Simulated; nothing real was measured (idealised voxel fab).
process module | voxel wiring stack
cross-section cut | 255 nm wide | cells 5 nm
A cross-section is a grid of square cells, given in bands from the top down. A band is one or more rows of cells.
Each band's line starts with the height of the band's top and of its bottom, in nm. Then come its materials from left to right, each with its width in nm. One material with "throughout" fills the band from edge to edge. "air" is empty space.
Height 0 is the level under which the wafer as received is all one material. The lowest band goes on downwards, as in "0 down".
A width such as "30 to 40" changes by the same amount from each row of cells to the next, from the band's top row to its bottom row.
"no change" after a step means that no cell of the cross-section changed.
closed voids: empty space of 8 cells or more with no open way to the top, each as width x height at its distance from the left edge, in nm
after a step's settings: what the simulator itself notes on the step
overlay nm, on a step with a mask: how far to the right of its planned place the mask lay; to the left if negative
plan
1 op RECEIVE | material Si
2 op CONFORMAL_DEP | material SiO2 | thk nm 15
3 op DIRECTIONAL_DEP | material TiN | thk nm 5
4 op DIRECTIONAL_DEP | material Ru | thk nm 25
5 op MASKED_ETCH | tone cover | mask id METAL_1 | width nm 25 | pitch nm 40 | etch materials Ru | depth nm 25 | overlay nm 0
6 op MASKED_ETCH | tone cover | mask id METAL_1 | width nm 25 | pitch nm 40 | etch materials TiN | depth nm 5 | overlay nm 0
7 op FILL_DEP | material SiO2 | thk nm 10
8 op CMP | height nm 45
9 op CONFORMAL_DEP | material SiCN | thk nm 5
10 op DIRECTIONAL_DEP | material lowk | thk nm 15
11 op PATTERN | tone open | mask id PLUG_1 | material resist | width nm 15 | pitch nm 40 | thk nm 15 | overlay nm 0
12 op DIRECTIONAL_ETCH | etch materials lowk | depth nm 15
13 op DIRECTIONAL_ETCH | etch materials SiCN | depth nm 5
14 op STRIP | etch materials resist
15 op EPI | material Ru | thk nm 10
16 op EPI | material Ru | thk nm 10
17 op DIRECTIONAL_DEP | material TiN | thk nm 5
18 op DIRECTIONAL_DEP | material Ru | thk nm 20
19 op PATTERN | tone cover | mask id METAL_2 | material resist | width nm 25 | pitch nm 40 | thk nm 20 | overlay nm 0
20 op DIRECTIONAL_ETCH | etch materials Ru | depth nm 20
21 op DIRECTIONAL_ETCH | etch materials TiN | depth nm 5
22 op STRIP | etch materials resist
23 op FILL_DEP | material lowk | thk nm 10
24 op CMP | height nm 90
25 op CONFORMAL_DEP | material SiN | thk nm 5
as received, after step 1
  0 down: Si throughout
  closed voids: none
first wafer at the end, as planned
  95 to 90: SiN throughout
  90 to 70: lowk 95 | Ru 25 | lowk 15 | Ru 25 | lowk 95
  70 to 65: lowk 95 | TiN 25 | lowk 15 | TiN 25 | lowk 95
  65 to 50: lowk 95 | Ru 15 | lowk 25 | Ru 15 | lowk 105
  50 to 45: SiCN 95 | Ru 15 | SiCN 25 | Ru 15 | SiCN 105
  45 to 20: SiO2 95 | Ru 25 | SiO2 15 | Ru 25 | SiO2 95
  20 to 15: SiO2 95 | TiN 25 | SiO2 15 | TiN 25 | SiO2 95
  15 to 0: SiO2 throughout
  0 down: Si throughout
  closed voids: none
second wafer at the end: like start, like plan, one mistake
  95 to 90: SiN throughout
  90 to 70: lowk 95 | Ru 25 | lowk 15 | Ru 25 | lowk 95
  70 to 65: lowk 95 | TiN 25 | lowk 15 | TiN 25 | lowk 95
  65 to 50: lowk 95 | Ru 15 | lowk 25 | Ru 15 | lowk 105
  50 to 45: SiCN 95 | Ru 15 | SiCN 25 | Ru 15 | SiCN 105
  45 to 20: SiO2 100 | Ru 15 | SiO2 25 | Ru 15 | SiO2 100
  20 to 15: SiO2 95 | TiN 25 | SiO2 15 | TiN 25 | SiO2 95
  15 to 0: SiO2 throughout
  0 down: Si throughout
  closed voids: none
what went wrong: step 5 ran as: op MASKED_ETCH | tone cover | mask id METAL_1 | width nm 15 | pitch nm 40 | etch materials Ru | depth nm 25 | overlay nm 0
at the end the second wafer has, in cells: 20 fewer of Ru | 20 more of SiO2
